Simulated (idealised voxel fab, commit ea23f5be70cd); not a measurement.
Process module name: voxel transistor to metal
We display cut, a cross-section 195 nm in width whose square cells are each 5 nm.
A cross-section is written here as square cells arranged in a grid, and it is given in bands from the top down, each band taking up one or more rows of cells.
Heights first: top, then bottom, in nm. Then materials, left to right, each with a width in nm. "everywhere" on a single material: fills the band edge to edge. "air": empty space.
Heights are reckoned from 0. Under this level, the received wafer is all of one material. The bottommost band is open-ended downward, for example "0 down".
Graded width ("30..40"): value in top row of band = first number; value in bottom row = second number; row-to-row change constant.
Step marked "nothing different"? Then no cell in the cross-section changed in it.
"closed voids" enumerates empty spaces isolated from the top, with no open way to it, that contain at least 8 cells, giving each as width x height at distance from the left edge, all three in nm.
after a step's settings: what the simulator itself notes on the step
overlay nm: on a step with a mask, how far right of its planned place the mask lay; negative means left.
[Here's what the planned process steps look like]
step 1: RECEIVE: material Si
step 2: OXIDIZE: depth nm 5
step 3: CONFORMAL_DEP: material SiN, thk nm 15
step 4: MASKED_ETCH: tone cover, mask id ACTIVE, width nm 105, etch materials SiN, depth nm 15, overlay nm 0
step 5: MASKED_ETCH: tone cover, mask id ACTIVE, width nm 105, etch materials SiO2, depth nm 5, overlay nm 0
step 6: MASKED_ETCH: tone cover, mask id ACTIVE, width nm 105, etch materials Si, depth nm 25, overlay nm 0
step 7: FILL_DEP: material SiO2, thk nm 15
step 8: CMP: height nm 15
step 9: SELECTIVE_ETCH: etch materials SiO2, depth nm 5
step 10: STRIP: etch materials SiN
step 11: SELECTIVE_ETCH: etch materials SiO2, depth nm 5
step 12: OXIDIZE: depth nm 5
step 13: DIRECTIONAL_DEP: material polySi, thk nm 25
step 14: DIRECTIONAL_DEP: material SiCN, thk nm 10
step 15: MASKED_ETCH: tone cover, mask id GATE, width nm 15, etch materials SiCN, depth nm 20, overlay nm 0
step 16: MASKED_ETCH: tone cover, mask id GATE, width nm 15, etch materials polySi, depth nm 35, overlay nm 0
step 17: CONFORMAL_DEP: material SiO2, thk nm 5
step 18: DIRECTIONAL_ETCH: etch materials SiO2, depth nm 5
step 19: CONFORMAL_DEP: material SiN, thk nm 5
step 20: DIRECTIONAL_ETCH: etch materials SiN, depth nm 5
step 21: DIRECTIONAL_ETCH: etch materials SiO2, depth nm 5
step 22: DIRECTIONAL_ETCH: etch materials Si, depth nm 5
step 23: EPI: material SiGe, thk nm 10
step 24: FILL_DEP: material SiO2, thk nm 5
step 25: CMP: height nm 30
step 26: DIRECTIONAL_DEP: material SiO2, thk nm 10
step 27: DIRECTIONAL_DEP: material aC, thk nm 15
step 28: PATTERN: tone open, mask id CONTACT, material resist, width nm 35, pitch nm 60, thk nm 35, overlay nm 0
step 29: DIRECTIONAL_ETCH: etch materials aC, depth nm 15
step 30: STRIP: etch materials resist
step 31: DIRECTIONAL_ETCH: etch materials SiO2, depth nm 45
step 32: STRIP: etch materials aC
step 33: CONFORMAL_DEP: material TiN, thk nm 5
step 34: FILL_DEP: material Ru, thk nm 10
step 35: CMP: height nm 40
step 36: CONFORMAL_DEP: material SiN, thk nm 5
step 37: DIRECTIONAL_DEP: material lowk, thk nm 25
step 38: MASKED_ETCH: tone open, mask id METAL_1, width nm 20, pitch nm 75, etch materials lowk, depth nm 25, overlay nm 0
step 39: MASKED_ETCH: tone open, mask id METAL_1, width nm 20, pitch nm 75, etch materials SiN, depth nm 5, overlay nm 0
step 40: CONFORMAL_DEP: material TiN, thk nm 5
step 41: FILL_DEP: material W, thk nm 10
step 42: CMP: height nm 70
step 43: CONFORMAL_DEP: material SiCN, thk nm 5
[Incoming wafer, cross-sectional view, post step 1]
    0 down | Si everywhere
    closed voids: none
[The first of two wafers, cross-sectioned at the end of the module, with the run proceeding as planned]
    75 to 70 | SiCN everywhere
    70 to 45 | 50 nm lowk; 5 nm TiN; 10 nm W; 5 nm TiN; 55 nm lowk; 5 nm TiN; 10 nm W; 5 nm TiN; 50 nm lowk
    45 to 40 | 50 nm SiN; 20 nm TiN; 55 nm SiN; 20 nm TiN; 50 nm SiN
    40 to 30 | 50 nm SiO2; 5 nm TiN; 25..20 nm Ru; 5..10 nm TiN; 25 nm SiO2; 5..10 nm TiN; 25..20 nm Ru; 5 nm TiN; 50 nm SiO2
    30 to 20 | 50 nm SiO2; 5 nm TiN; 20 nm Ru; 5 nm TiN; 5 nm SiN; 5 nm SiO2; 15 nm SiCN; 5 nm SiO2; 5 nm SiN; 5 nm TiN; 20 nm Ru; 5 nm TiN; 50 nm SiO2
    20 to 5 | 50 nm SiO2; 5 nm TiN; 20 nm Ru; 5 nm TiN; 5 nm SiN; 5 nm SiO2; 15 nm polySi; 5 nm SiO2; 5 nm SiN; 5 nm TiN; 20 nm Ru; 5 nm TiN; 50 nm SiO2
    5 to 0 | 45 nm SiO2; 5 nm SiN; 30 nm TiN; 5 nm SiN; 5 nm SiO2; 15 nm polySi; 5 nm SiO2; 5 nm SiN; 30 nm TiN; 5 nm SiN; 45 nm SiO2
    0 to -5 | 45 nm SiO2; 5 nm SiN; 10 nm SiGe; 10 nm TiN; 10 nm SiGe; 5 nm SiN; 5 nm SiO2; 15 nm polySi; 5 nm SiO2; 5 nm SiN; 10 nm SiGe; 10 nm TiN; 10 nm SiGe; 5 nm SiN; 45 nm SiO2
    -5 to -10 | 50 nm SiO2; 30 nm SiGe; 35 nm SiO2; 30 nm SiGe; 50 nm SiO2
    -10 to -15 | 45 nm SiO2; 5 nm Si; 30 nm SiGe; 35 nm Si; 30 nm SiGe; 5 nm Si; 45 nm SiO2
    -15 to -30 | 45 nm SiO2; 105 nm Si; 45 nm SiO2
    -30 down | Si everywhere
    closed voids: none
[Second wafer through the module, sectioned at the end: same beginning and same plan as the first wafer, with one mistake in carrying it out]
    75 to 70 | SiCN everywhere
    70 to 45 | 50 nm lowk; 5 nm TiN; 10 nm W; 5 nm TiN; 55 nm lowk; 5 nm TiN; 10 nm W; 5 nm TiN; 50 nm lowk
    45 to 40 | 50 nm SiN; 20 nm TiN; 55 nm SiN; 20 nm TiN; 50 nm SiN
    40 to 30 | 50 nm SiO2; 5 nm TiN; 25..20 nm Ru; 5..10 nm TiN; 25 nm SiO2; 5..10 nm TiN; 25..20 nm Ru; 5 nm TiN; 50 nm SiO2
    30 to 20 | 50 nm SiO2; 5 nm TiN; 20 nm Ru; 5 nm TiN; 5 nm SiN; 5 nm SiO2; 15 nm SiCN; 5 nm SiO2; 5 nm SiN; 5 nm TiN; 20 nm Ru; 5 nm TiN; 50 nm SiO2
    20 to 5 | 50 nm SiO2; 5 nm TiN; 20 nm Ru; 5 nm TiN; 5 nm SiN; 5 nm SiO2; 15 nm polySi; 5 nm SiO2; 5 nm SiN; 5 nm TiN; 20 nm Ru; 5 nm TiN; 50 nm SiO2
    5 to 0 | 45 nm SiO2; 5 nm SiN; 30 nm TiN; 5 nm SiN; 5 nm SiO2; 15 nm polySi; 5 nm SiO2; 5 nm SiN; 30 nm TiN; 5 nm SiN; 45 nm SiO2
    0 to -5 | 45 nm SiO2; 5 nm SiN; 10 nm SiGe; 10 nm TiN; 10 nm SiGe; 5 nm SiN; 5 nm SiO2; 15 nm polySi; 5 nm SiO2; 5 nm SiN; 10 nm SiGe; 10 nm TiN; 10 nm SiGe; 5 nm SiN; 45 nm SiO2
    -5 to -10 | 50 nm SiO2; 30 nm SiGe; 35 nm SiO2; 30 nm SiGe; 50 nm SiO2
    -10 to -15 | 45 nm SiO2; 5 nm Si; 30 nm SiGe; 35 nm Si; 30 nm SiGe; 5 nm Si; 45 nm SiO2
    -15 to -55 | 45 nm SiO2; 105 nm Si; 45 nm SiO2
    -55 down | Si everywhere
    closed voids: none
Here's what went sideways: it should be noted that step 6 of the plan was executed twice
It is noted that, at the conclusion of processing, the second wafer exhibits a higher or lower cell count for certain materials relative to the first: 90 fewer of Si | 90 more of SiO2
